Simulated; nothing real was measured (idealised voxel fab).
process module | voxel fin reveal
cross-section cut | 175 nm wide | cells 5 nm
A cross-section is a grid of square cells, given in bands from the top down. A band is one or more rows of cells.
Each band's line starts with the height of the band's top and of its bottom, in nm. Then come its materials from left to right, each with its width in nm. One material with "throughout" fills the band from edge to edge. "air" is empty space.
Height 0 is the level under which the wafer as received is all one material. The lowest band goes on downwards, as in "0 down".
A width such as "30 to 40" changes by the same amount from each row of cells to the next, from the band's top row to its bottom row.
"no change" after a step means that no cell of the cross-section changed.
closed voids: empty space of 8 cells or more with no open way to the top, each as width x height at its distance from the left edge, in nm
after a step's settings: what the simulator itself notes on the step
overlay nm, on a step with a mask: how far to the right of its planned place the mask lay; to the left if negative
plan
1 op RECEIVE | material Si
2 op CONFORMAL_DEP | material SiN | thk nm 10
3 op DIRECTIONAL_DEP | material aC | thk nm 10
4 op PATTERN | tone cover | mask id FINS | material resist | width nm 15 | pitch nm 45 | thk nm 25 | overlay nm 0
5 op DIRECTIONAL_ETCH | etch materials aC | depth nm 10
6 op STRIP | etch materials resist
7 op DIRECTIONAL_ETCH | etch materials SiN | depth nm 10
8 op DIRECTIONAL_ETCH | etch materials Si | depth nm 35
9 op STRIP | etch materials aC
10 op FILL_DEP | material SiO2 | thk nm 15
11 op CMP | height nm 10
12 op SELECTIVE_ETCH | etch materials SiO2 | depth nm 35
13 op STRIP | etch materials SiN
first wafer, as planned
as received, after step 1
  0 down: Si throughout
  closed voids: none
after step 2
  10 to 0: SiN throughout
  below 0: unchanged
after step 3
  20 to 10: aC throughout
  below 10: unchanged
after step 4
  45 to 20: air 35 | resist 15 | air 30 | resist 15 | air 30 | resist 15 | air 35
  below 20: unchanged
after step 5
  35 to 20: air 35 | resist 15 | air 30 | resist 15 | air 30 | resist 15 | air 35
  20 to 10: air 35 | aC 15 | air 30 | aC 15 | air 30 | aC 15 | air 35
  below 10: unchanged
after step 6
  20 to 10: air 35 | aC 15 | air 30 | aC 15 | air 30 | aC 15 | air 35
  below 10: unchanged
after step 7
  20 to 10: air 35 | aC 15 | air 30 | aC 15 | air 30 | aC 15 | air 35
  10 to 0: air 35 | SiN 15 | air 30 | SiN 15 | air 30 | SiN 15 | air 35
  below 0: unchanged
after step 8
  20 to 10: air 35 | aC 15 | air 30 | aC 15 | air 30 | aC 15 | air 35
  10 to 0: air 35 | SiN 15 | air 30 | SiN 15 | air 30 | SiN 15 | air 35
  0 to -35: air 35 | Si 15 | air 30 | Si 15 | air 30 | Si 15 | air 35
  below -35: unchanged
after step 9
  10 to 0: air 35 | SiN 15 | air 30 | SiN 15 | air 30 | SiN 15 | air 35
  below 0: unchanged
after step 10
  25 to 10: SiO2 throughout
  10 to 0: SiO2 35 | SiN 15 | SiO2 30 | SiN 15 | SiO2 30 | SiN 15 | SiO2 35
  0 to -35: SiO2 35 | Si 15 | SiO2 30 | Si 15 | SiO2 30 | Si 15 | SiO2 35
  below -35: unchanged
after step 11
  10 to 0: SiO2 35 | SiN 15 | SiO2 30 | SiN 15 | SiO2 30 | SiN 15 | SiO2 35
  below 0: unchanged
after step 12
  10 to 0: air 35 | SiN 15 | air 30 | SiN 15 | air 30 | SiN 15 | air 35
  0 to -25: air 35 | Si 15 | air 30 | Si 15 | air 30 | Si 15 | air 35
  below -25: unchanged
after step 13
  0 to -25: air 35 | Si 15 | air 30 | Si 15 | air 30 | Si 15 | air 35
  below -25: unchanged
second wafer: like start, like plan, one mistake. Through step 10 it matches the first wafer
when step 11 should have ended: no change
when step 12 should have ended
  10 to 0: air 35 | SiN 15 | air 30 | SiN 15 | air 30 | SiN 15 | air 35
  0 to -10: air 35 | Si 15 | air 30 | Si 15 | air 30 | Si 15 | air 35
  below -10: unchanged
when step 13 should have ended
  0 to -10: air 35 | Si 15 | air 30 | Si 15 | air 30 | Si 15 | air 35
  below -10: unchanged
what went wrong: step 11 was left out
at the end the second wafer has, in cells: 78 more of SiO2
